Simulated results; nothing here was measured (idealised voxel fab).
Proc. module: voxel air gaps
The figure presents cross-section cut, which has a width of 205 nm and is divided into square cells with an edge length of 5 nm.
Format of a cross-section: grid, square cells. Given as bands. Order: top down. Band: one or more rows of cells.
Heights first: top, then bottom, in nm. Then materials, left to right, each with a width in nm. "throughout" on a single material: fills the band edge to edge. "blank": empty space.
Heights from 0 (as-received wafer is one material below). Bottom band endless downward, as "0 nm and below".
Per-row width for "30..40": begins at first number (top row of band), ends at second number (bottom row), increment between rows held constant.
Step note "no modification" = no cross-section cell changed.
This entry, "Closed cavity list", enumerates those empty regions of no fewer than 8 cells that possess no open connection to the top. Each region is reported in the form width x height at distance, the distance being taken from the left edge, with all three quantities expressed in nm.
Text after the settings on a step's line: the simulator's own remark on that step.
overlay nm: on a step with a mask, how far right of its planned place the mask lay; negative means left.
The planned process steps are enumerated hereunder:
step 1: RECEIVE, material Si
step 2: CONFORMAL_DEP, material SiO2, thk nm 10
step 3: CONFORMAL_DEP, material SiN, thk nm 5
step 4: DIRECTIONAL_DEP, material lowk, thk nm 35
step 5: PATTERN, tone open, mask id LINES, material resist, width nm 20, pitch nm 50, thk nm 20, overlay nm 0
step 6: DIRECTIONAL_ETCH, etch materials lowk, depth nm 35
step 7: STRIP, etch materials resist
step 8: CONFORMAL_DEP, material TiN, thk nm 5
step 9: FILL_DEP, material Cu, thk nm 10
step 10: CMP, height nm 50
step 11: EPI, material Ru, thk nm 10
step 12: SELECTIVE_ETCH, etch materials lowk, depth nm 45
step 13: CONFORMAL_DEP, material SiCN, thk nm 5
Wafer at receipt (post step 1), cross-section:
  0 nm and below  Si throughout
  Closed cavity list: none
End state of the module in cross-section, given the above starting point and plan and one mistake in execution:
  65 nm to 60 nm  blank (25) | SiCN (150) | blank (30)
  60 nm to 50 nm  blank (25) | SiCN (5) | Ru (40) | SiCN (10) | Ru (40) | SiCN (10) | Ru (40) | SiCN (5) | blank (30)
  50 nm to 45 nm  blank (25) | SiCN (15) | TiN (5) | Cu (10) | TiN (5) | SiCN (30) | TiN (5) | Cu (10) | TiN (5) | SiCN (30) | TiN (5) | Cu (10) | TiN (5) | SiCN (15) | blank (30)
  45 nm to 20 nm  blank (35) | SiCN (5) | TiN (5) | Cu (10) | TiN (5) | SiCN (5) | blank (20) | SiCN (5) | TiN (5) | Cu (10) | TiN (5) | SiCN (5) | blank (20) | SiCN (5) | TiN (5) | Cu (10) | TiN (5) | SiCN (5) | blank (40)
  20 nm to 15 nm  SiCN (40) | TiN (20) | SiCN (30) | TiN (20) | SiCN (30) | TiN (20) | SiCN (45)
  15 nm to 0 nm  SiN throughout
  0 nm and below  Si throughout
  Closed cavity list: 20 x 25 at 65; 20 x 25 at 115
Misprocessing identified: step 2, actual vs plan mismatch, actual run CONFORMAL_DEP, material SiN, thk nm 10
